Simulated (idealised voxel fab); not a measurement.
process module | voxel capacitor over wiring
cross-section cut | 160 nm wide | cells 5 nm
A cross-section is a grid of square cells, given in bands from the top down. A band is one or more rows of cells.
Each band's line starts with the height of the band's top and of its bottom, in nm. Then come its materials from left to right, each with its width in nm. One material with "throughout" fills the band from edge to edge. "air" is empty space.
Height 0 is the level under which the wafer as received is all one material. The lowest band goes on downwards, as in "0 down".
A width such as "30 to 40" changes by the same amount from each row of cells to the next, from the band's top row to its bottom row.
"no change" after a step means that no cell of the cross-section changed.
closed voids: empty space of 8 cells or more with no open way to the top, each as width x height at its distance from the left edge, in nm
after a step's settings: what the simulator itself notes on the step
overlay nm, on a step with a mask: how far to the right of its planned place the mask lay; to the left if negative
plan
1 op RECEIVE | material Si
2 op CONFORMAL_DEP | material SiO2 | thk nm 15
3 op DIRECTIONAL_DEP | material TiN | thk nm 5
4 op DIRECTIONAL_DEP | material W | thk nm 25
5 op DIRECTIONAL_DEP | material aC | thk nm 10
6 op PATTERN | tone cover | mask id METAL_1 | material resist | width nm 20 | pitch nm 70 | thk nm 25 | overlay nm 0
7 op DIRECTIONAL_ETCH | etch materials aC | depth nm 10
8 op STRIP | etch materials resist
9 op DIRECTIONAL_ETCH | etch materials W | depth nm 25
10 op DIRECTIONAL_ETCH | etch materials TiN | depth nm 5
11 op STRIP | etch materials aC
12 op FILL_DEP | material SiO2 | thk nm 5
13 op CMP | height nm 45
14 op CONFORMAL_DEP | material SiCN | thk nm 5
15 op DIRECTIONAL_DEP | material lowk | thk nm 10
16 op MASKED_ETCH | tone open | mask id PLUG_1 | width nm 15 | etch materials lowk | depth nm 10 | overlay nm 0
17 op MASKED_ETCH | tone open | mask id PLUG_1 | width nm 15 | etch materials SiCN | depth nm 5 | overlay nm -15
18 op EPI | material Ru | thk nm 10
19 op EPI | material Ru | thk nm 5
20 op DIRECTIONAL_DEP | material TiN | thk nm 10
21 op DIRECTIONAL_DEP | material SiN | thk nm 5
22 op DIRECTIONAL_DEP | material TiN | thk nm 10
23 op DIRECTIONAL_DEP | material aC | thk nm 10
24 op PATTERN | tone cover | mask id UPPER_PLATE | material resist | width nm 55 | thk nm 30 | overlay nm 0
25 op DIRECTIONAL_ETCH | etch materials aC | depth nm 10
26 op STRIP | etch materials resist
27 op DIRECTIONAL_ETCH | etch materials TiN | depth nm 10
28 op DIRECTIONAL_ETCH | etch materials SiN | depth nm 5
29 op STRIP | etch materials aC
30 op PATTERN | tone cover | mask id LOWER_PLATE | material resist | width nm 65 | thk nm 20 | overlay nm 0
31 op DIRECTIONAL_ETCH | etch materials TiN | depth nm 10
32 op STRIP | etch materials resist
33 op FILL_DEP | material SiO2 | thk nm 15
34 op CMP | height nm 95
35 op PATTERN | tone open | mask id PLUG_2 | material resist | width nm 15 | thk nm 15 | overlay nm 0
36 op DIRECTIONAL_ETCH | etch materials SiO2 | depth nm 10
37 op STRIP | etch materials resist
38 op CONFORMAL_DEP | material TiN | thk nm 5
39 op FILL_DEP | material W | thk nm 10
40 op CMP | height nm 95
41 op CONFORMAL_DEP | material SiCN | thk nm 5
varied across the wafers: overlay nm of step 17. The plan shows the first wafer's value. All wafers start alike
first wafer as received, after step 1
  0 down: Si throughout
  closed voids: none
first wafer at the end, after step 41
  100 to 95: SiCN throughout
  95 to 90: SiO2 50 | TiN 5 | W 5 | TiN 5 | SiO2 95
  90 to 85: SiO2 50 | TiN 15 | SiO2 95
  85 to 75: SiO2 55 | TiN 40 | SiO2 65
  75 to 70: SiO2 40 | TiN 15 | SiN 40 | SiO2 65
  70 to 65: SiO2 35 | TiN 65 | SiO2 60
  65 to 60: SiO2 35 | TiN 5 | SiN 15 | TiN 45 | SiO2 60
  60 to 50: lowk 40 | TiN 15 | lowk 105
  50 to 45: SiCN throughout
  45 to 20: SiO2 35 | W 20 | SiO2 50 | W 20 | SiO2 35
  20 to 15: SiO2 35 | TiN 20 | SiO2 50 | TiN 20 | SiO2 35
  15 to 0: SiO2 throughout
  0 down: Si throughout
  closed voids: none
last wafer at the end
  100 to 95: SiCN throughout
  95 to 90: SiO2 50 | TiN 5 | W 5 | TiN 5 | SiO2 95
  90 to 85: SiO2 50 | TiN 15 | SiO2 95
  85 to 75: SiO2 55 | TiN 40 | SiO2 65
  75 to 70: SiO2 40 | TiN 15 | SiN 40 | SiO2 65
  70 to 65: SiO2 35 | TiN 65 | SiO2 60
  65 to 60: SiO2 35 | TiN 5 | SiN 15 | TiN 45 | SiO2 60
  60 to 50: lowk 40 | TiN 15 | lowk 105
  50 to 45: SiCN throughout
  45 to 20: SiO2 35 | W 20 | SiO2 50 | W 20 | SiO2 35
  20 to 15: SiO2 35 | TiN 20 | SiO2 50 | TiN 20 | SiO2 35
  15 to 0: SiO2 throughout
  0 down: Si throughout
  closed voids: none
each wafer at the end: cells of each material gained (+) or lost (-) since it was received, then its closed voids
overlay nm -15 | +64 SiCN | +11 SiN | +405 SiO2 | +61 TiN | +41 W | +58 lowk | closed voids: none
overlay nm -10 | +7 Ru | +63 SiCN | +11 SiN | +399 SiO2 | +61 TiN | +41 W | +58 lowk | closed voids: none
overlay nm -5 | +8 Ru | +62 SiCN | +11 SiN | +399 SiO2 | +61 TiN | +41 W | +58 lowk | closed voids: none
overlay nm 0 | +9 Ru | +61 SiCN | +11 SiN | +399 SiO2 | +61 TiN | +41 W | +58 lowk | closed voids: none
overlay nm 5 | +8 Ru | +62 SiCN | +11 SiN | +399 SiO2 | +61 TiN | +41 W | +58 lowk | closed voids: none
overlay nm 10 | +7 Ru | +63 SiCN | +11 SiN | +399 SiO2 | +61 TiN | +41 W | +58 lowk | closed voids: none
overlay nm 15 | +64 SiCN | +11 SiN | +405 SiO2 | +61 TiN | +41 W | +58 lowk | closed voids: none
